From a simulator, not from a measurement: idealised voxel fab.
Module name: voxel capacitor over wiring (process module)
In the cross-section labelled cut, the width is 265 nm and each square cell is 5 nm.
Heads up, the way a cross-section reads in here is a grid of square cells, handed over as bands from the top down, with every band being one or more rows of cells.
Per band: top height and bottom height in nm, followed by the left-to-right materials and their widths in nm; "throughout" marks a single material spanning edge to edge, "empty" marks empty space.
Zero point of the height axis is 0; under it, received wafer = one material. Lowest band: continues down indefinitely, "z 0 and below".
Per-row width for "30->40": begins at first number (top row of band), ends at second number (bottom row), increment between rows held constant.
Step marked "nothing got changed"? Then no cell in the cross-section changed in it.
Look at "Non-vented voids" for the closed voids: empty spaces with no open path to the top, sized 8 cells or up. Each is width x height at distance, distance from the left edge, all nm.
Read whatever lies past the settings on a step's line as the simulator's own remark about the step.
When a step includes a mask, the "overlay nm" setting on its line states how far to the right of its planned place that mask lay, and negative values state how far to the left.
### Set out below are the planned steps of the process
1. op RECEIVE | material Si
2. op CONFORMAL_DEP | material SiO2 | thk nm 10
3. op DIRECTIONAL_DEP | material TiN | thk nm 5
4. op DIRECTIONAL_DEP | material Ru | thk nm 15
5. op MASKED_ETCH | tone cover | mask id METAL_1 | width nm 20 | pitch nm 70 | etch materials Ru | depth nm 15 | overlay nm 0
6. op MASKED_ETCH | tone cover | mask id METAL_1 | width nm 20 | pitch nm 70 | etch materials TiN | depth nm 5 | overlay nm 0
7. op CONFORMAL_DEP | material SiCN | thk nm 5
8. op FILL_DEP | material lowk | thk nm 10
9. op CMP | height nm 30
10. op CONFORMAL_DEP | material SiCN | thk nm 5
11. op DIRECTIONAL_DEP | material lowk | thk nm 20
12. op PATTERN | tone open | mask id PLUG_1 | material resist | width nm 15 | thk nm 15 | overlay nm 0
13. op DIRECTIONAL_ETCH | etch materials lowk | depth nm 20
14. op DIRECTIONAL_ETCH | etch materials SiCN | depth nm 5
15. op STRIP | etch materials resist
16. op CONFORMAL_DEP | material TiN | thk nm 5
17. op FILL_DEP | material Cu | thk nm 10
18. op CMP | height nm 55
19. op DIRECTIONAL_DEP | material TiN | thk nm 5
20. op DIRECTIONAL_DEP | material HfO2 | thk nm 5
21. op DIRECTIONAL_DEP | material TiN | thk nm 5
22. op PATTERN | tone cover | mask id UPPER_PLATE | material resist | width nm 55 | thk nm 20 | overlay nm 0
23. op DIRECTIONAL_ETCH | etch materials TiN | depth nm 5
24. op DIRECTIONAL_ETCH | etch materials HfO2 | depth nm 5
25. op STRIP | etch materials resist
26. op MASKED_ETCH | tone cover | mask id LOWER_PLATE | width nm 65 | etch materials TiN | depth nm 5 | overlay nm 0
27. op FILL_DEP | material SiO2 | thk nm 15
28. op CMP | height nm 80
29. op PATTERN | tone open | mask id PLUG_2 | material resist | width nm 15 | thk nm 20 | overlay nm 0
30. op DIRECTIONAL_ETCH | etch materials SiO2 | depth nm 10
31. op STRIP | etch materials resist
32. op CONFORMAL_DEP | material TiN | thk nm 5
33. op FILL_DEP | material Cu | thk nm 10
34. op CMP | height nm 80
35. op CONFORMAL_DEP | material SiN | thk nm 5
### As-received state of the wafer in cross-section, equivalent to post-step 1
z 0 and below  Si throughout
Non-vented voids: none
### Sectioned view, first of two wafers, at the close of the module, processed as intended in the plan
z 85 to 80  SiN throughout
z 80 to 75  100 of SiO2  5 of TiN  5 of Cu  5 of TiN  150 of SiO2
z 75 to 65  100->90 of SiO2  15->55 of TiN  150->120 of SiO2
z 65 to 60  90 of SiO2  55 of HfO2  120 of SiO2
z 60 to 55  85 of SiO2  65 of TiN  115 of SiO2
z 55 to 35  90 of lowk  5 of TiN  5 of Cu  5 of TiN  160 of lowk
z 35 to 30  90 of SiCN  15 of TiN  160 of SiCN
z 30 to 15  80 of lowk  5 of SiCN  20 of Ru  5 of SiCN  40 of lowk  5 of SiCN  20 of Ru  5 of SiCN  85 of lowk
z 15 to 10  85 of SiCN  20 of TiN  50 of SiCN  20 of TiN  90 of SiCN
z 10 to 0  SiO2 throughout
z 0 and below  Si throughout
Non-vented voids: none
### This cross-section belongs to the second wafer of two at the end of the module; the start and the plan were shared with the first, and the run included one mistake
z 85 to 80  SiN throughout
z 80 to 75  100 of SiO2  5 of TiN  5 of Cu  5 of TiN  150 of SiO2
z 75 to 65  100->90 of SiO2  15->55 of TiN  150->120 of SiO2
z 65 to 60  SiCN throughout
z 60 to 55  TiN throughout
z 55 to 35  90 of lowk  5 of TiN  5 of Cu  5 of TiN  160 of lowk
z 35 to 30  90 of SiCN  15 of TiN  160 of SiCN
z 30 to 15  80 of lowk  5 of SiCN  20 of Ru  5 of SiCN  40 of lowk  5 of SiCN  20 of Ru  5 of SiCN  85 of lowk
z 15 to 10  85 of SiCN  20 of TiN  50 of SiCN  20 of TiN  90 of SiCN
z 10 to 0  SiO2 throughout
z 0 and below  Si throughout
Non-vented voids: none
So what did we get wrong on this run? step 20 deviated from plan and actually ran as op DIRECTIONAL_DEP | material SiCN | thk nm 5
FYI, end of process, the second wafer has more or fewer cells of some materials than the first: -11 HfO2, +53 SiCN, -82 SiO2, +40 TiN
